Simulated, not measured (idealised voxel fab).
voxel self aligned contacts: a process module
The figure presents cross-section cut, which has a width of 175 nm and is divided into square cells with an edge length of 5 nm.
How to read a cross-section here: the picture is a grid of square cells, written as bands going from the top down, and any band can span one or more rows of cells.
Look at the band entry: it leads with the top's height and the bottom's height in nm. Then it lists the materials left to right, with a width in nm for each. The word "all across" on a single material says that material fills the band edge to edge. The word "blank" is empty space.
It should be noted that heights are counted from 0, beneath which the wafer as supplied is of one material throughout, and that the lowest band possesses no lower boundary but continues downward, as written in "0..down".
A width given as "30 to 40" starts at the first number in the band's top row and ends at the second number in its bottom row, shifting by an equal amount at every step from row to row.
The cross-section has no changed cell in any step marked "no modification".
Entry "Fully sealed cavities" = empty spaces >= 8 cells with no open way to the top; each as width x height at distance, distance from left edge, all nm.
Past the settings on a step's line: simulator remark, on that step.
"overlay nm" denotes, for a step that has a mask, the displacement of the mask to the right of its planned place, with negative values corresponding to the left.
The following list gives the planned process steps
step 1: RECEIVE,material Si
step 2: OXIDIZE,depth nm 5
step 3: DIRECTIONAL_DEP,material polySi,thk nm 25
step 4: DIRECTIONAL_DEP,material SiN,thk nm 20
step 5: MASKED_ETCH,tone cover,mask id GATE,width nm 25,pitch nm 65,etch materials SiN,depth nm 20,overlay nm 0
step 6: MASKED_ETCH,tone cover,mask id GATE,width nm 25,pitch nm 65,etch materials polySi,depth nm 25,overlay nm 0
step 7: CONFORMAL_DEP,material SiN,thk nm 10
step 8: DIRECTIONAL_ETCH,etch materials SiN,depth nm 10
step 9: FILL_DEP,material SiO2,thk nm 10
step 10: CMP,height nm 50
step 11: PATTERN,tone open,mask id CONTACT,material resist,width nm 50,thk nm 15,overlay nm 0
step 12: DIRECTIONAL_ETCH,etch materials SiO2,depth nm 55
step 13: STRIP,etch materials resist
step 14: CONFORMAL_DEP,material TiN,thk nm 5
step 15: FILL_DEP,material W,thk nm 10
step 16: CMP,height nm 50
step 17: CONFORMAL_DEP,material SiCN,thk nm 5
On the first of the two wafers: run conducted according to plan
Incoming wafer in cross-section (state: after step 1)
* 0..down: Si all across
* Fully sealed cavities: none
You're looking at a cross-section of the wafer after step 2
* 0..-5: SiO2 all across
* Nothing below the height -5 has changed.
You're looking at a cross-section of the wafer after step 3
* 25..0: polySi all across
* Nothing below the height 0 has changed.
You're looking at a cross-section of the wafer after step 4
* 45..25: SiN all across
* Nothing below the height 25 has changed.
You're looking at a cross-section of the wafer after step 5
* 45..25: 40 nm blank | 25 nm SiN | 40 nm blank | 25 nm SiN | 45 nm blank
* Nothing below the height 25 has changed.
You're looking at a cross-section of the wafer after step 6
* 45..25: 40 nm blank | 25 nm SiN | 40 nm blank | 25 nm SiN | 45 nm blank
* 25..0: 40 nm blank | 25 nm polySi | 40 nm blank | 25 nm polySi | 45 nm blank
* Nothing below the height 0 has changed.
You're looking at a cross-section of the wafer after step 7
* 55..25: 30 nm blank | 45 nm SiN | 20 nm blank | 45 nm SiN | 35 nm blank
* 25..10: 30 nm blank | 10 nm SiN | 25 nm polySi | 10 nm SiN | 20 nm blank | 10 nm SiN | 25 nm polySi | 10 nm SiN | 35 nm blank
* 10..0: 40 nm SiN | 25 nm polySi | 40 nm SiN | 25 nm polySi | 45 nm SiN
* Nothing below the height 0 has changed.
You're looking at a cross-section of the wafer after step 8
* 45..25: 30 nm blank | 45 nm SiN | 20 nm blank | 45 nm SiN | 35 nm blank
* 25..0: 30 nm blank | 10 nm SiN | 25 nm polySi | 10 nm SiN | 20 nm blank | 10 nm SiN | 25 nm polySi | 10 nm SiN | 35 nm blank
* Nothing below the height 0 has changed.
You're looking at a cross-section of the wafer after step 9
* 55..45: SiO2 all across
* 45..25: 30 nm SiO2 | 45 nm SiN | 20 nm SiO2 | 45 nm SiN | 35 nm SiO2
* 25..0: 30 nm SiO2 | 10 nm SiN | 25 nm polySi | 10 nm SiN | 20 nm SiO2 | 10 nm SiN | 25 nm polySi | 10 nm SiN | 35 nm SiO2
* Nothing below the height 0 has changed.
You're looking at a cross-section of the wafer after step 10
* 50..45: SiO2 all across
* Nothing below the height 45 has changed.
You're looking at a cross-section of the wafer after step 11
* 65..50: 60 nm resist | 50 nm blank | 65 nm resist
* Nothing below the height 50 has changed.
You're looking at a cross-section of the wafer after step 12
* 65..50: 60 nm resist | 50 nm blank | 65 nm resist
* 50..45: 60 nm SiO2 | 50 nm blank | 65 nm SiO2
* 45..25: 30 nm SiO2 | 45 nm SiN | 20 nm blank | 45 nm SiN | 35 nm SiO2
* 25..0: 30 nm SiO2 | 10 nm SiN | 25 nm polySi | 10 nm SiN | 20 nm blank | 10 nm SiN | 25 nm polySi | 10 nm SiN | 35 nm SiO2
* 0..-5: 75 nm SiO2 | 20 nm blank | 80 nm SiO2
* Nothing below the height -5 has changed.
You're looking at a cross-section of the wafer after step 13
* 50..45: 60 nm SiO2 | 50 nm blank | 65 nm SiO2
* Nothing below the height 45 has changed.
You're looking at a cross-section of the wafer after step 14
* 55..50: 65 nm TiN | 40 nm blank | 70 nm TiN
* 50..45: 60 nm SiO2 | 20 nm TiN | 10 nm blank | 20 nm TiN | 65 nm SiO2
* 45..25: 30 nm SiO2 | 45 nm SiN | 5 nm TiN | 10 nm blank | 5 nm TiN | 45 nm SiN | 35 nm SiO2
* 25..0: 30 nm SiO2 | 10 nm SiN | 25 nm polySi | 10 nm SiN | 5 nm TiN | 10 nm blank | 5 nm TiN | 10 nm SiN | 25 nm polySi | 10 nm SiN | 35 nm SiO2
* 0..-5: 75 nm SiO2 | 20 nm TiN | 80 nm SiO2
* Nothing below the height -5 has changed.
You're looking at a cross-section of the wafer after step 15
* 65..55: W all across
* 55..50: 65 nm TiN | 40 nm W | 70 nm TiN
* 50..45: 60 nm SiO2 | 20 nm TiN | 10 nm W | 20 nm TiN | 65 nm SiO2
* 45..25: 30 nm SiO2 | 45 nm SiN | 5 nm TiN | 10 nm W | 5 nm TiN | 45 nm SiN | 35 nm SiO2
* 25..0: 30 nm SiO2 | 10 nm SiN | 25 nm polySi | 10 nm SiN | 5 nm TiN | 10 nm W | 5 nm TiN | 10 nm SiN | 25 nm polySi | 10 nm SiN | 35 nm SiO2
* Nothing below the height 0 has changed.
You're looking at a cross-section of the wafer after step 16
* 50..45: 60 nm SiO2 | 20 nm TiN | 10 nm W | 20 nm TiN | 65 nm SiO2
* Nothing below the height 45 has changed.
You're looking at a cross-section of the wafer after step 17
* 55..50: SiCN all across
* Nothing below the height 50 has changed.
Second of two: same start, same plan, one run error; steps up to and including 3 match the first
Cross-section of the second wafer at the time step 4 of the plan should have ended
* 65..25: SiN all across
* Nothing below the height 25 has changed.
Cross-section of the second wafer at the time step 5 of the plan should have ended
* 65..45: 40 nm blank | 25 nm SiN | 40 nm blank | 25 nm SiN | 45 nm blank
* Nothing below the height 45 has changed.
Cross-section of the second wafer at the time step 6 of the plan should have ended: no modification
Cross-section of the second wafer at the time step 7 of the plan should have ended
* 75..55: 30 nm blank | 45 nm SiN | 20 nm blank | 45 nm SiN | 35 nm blank
* 55..25: SiN all across
* Nothing below the height 25 has changed.
Cross-section of the second wafer at the time step 8 of the plan should have ended
* 65..45: 30 nm blank | 45 nm SiN | 20 nm blank | 45 nm SiN | 35 nm blank
* Nothing below the height 45 has changed.
Cross-section of the second wafer at the time step 9 of the plan should have ended
* 75..65: SiO2 all across
* 65..45: 30 nm SiO2 | 45 nm SiN | 20 nm SiO2 | 45 nm SiN | 35 nm SiO2
* Nothing below the height 45 has changed.
Cross-section of the second wafer at the time step 10 of the plan should have ended
* 50..45: 30 nm SiO2 | 45 nm SiN | 20 nm SiO2 | 45 nm SiN | 35 nm SiO2
* Nothing below the height 45 has changed.
Cross-section of the second wafer at the time step 11 of the plan should have ended
* 65..50: 60 nm resist | 50 nm blank | 65 nm resist
* Nothing below the height 50 has changed.
Cross-section of the second wafer at the time step 12 of the plan should have ended
* 65..50: 60 nm resist | 50 nm blank | 65 nm resist
* 50..45: 30 nm SiO2 | 45 nm SiN | 20 nm blank | 45 nm SiN | 35 nm SiO2
* Nothing below the height 45 has changed.
Cross-section of the second wafer at the time step 13 of the plan should have ended
* 50..45: 30 nm SiO2 | 45 nm SiN | 20 nm blank | 45 nm SiN | 35 nm SiO2
* Nothing below the height 45 has changed.
Cross-section of the second wafer at the time step 14 of the plan should have ended
* 55..50: 80 nm TiN | 10 nm blank | 85 nm TiN
* 50..45: 30 nm SiO2 | 45 nm SiN | 20 nm TiN | 45 nm SiN | 35 nm SiO2
* Nothing below the height 45 has changed.
Cross-section of the second wafer at the time step 15 of the plan should have ended
* 65..55: W all across
* 55..50: 80 nm TiN | 10 nm W | 85 nm TiN
* Nothing below the height 50 has changed.
Cross-section of the second wafer at the time step 16 of the plan should have ended
* 50..45: 30 nm SiO2 | 45 nm SiN | 20 nm TiN | 45 nm SiN | 35 nm SiO2
* Nothing below the height 45 has changed.
Cross-section of the second wafer at the time step 17 of the plan should have ended
* 55..50: SiCN all across
* Nothing below the height 50 has changed.
Against the plan, the run slipped here: the plan's step 4 ran twice
In the final state, the cell counts of the second wafer exceed or fall short of those of the first for the following materials: SiN +46, SiO2 -125, TiN -26, W -20, polySi +125
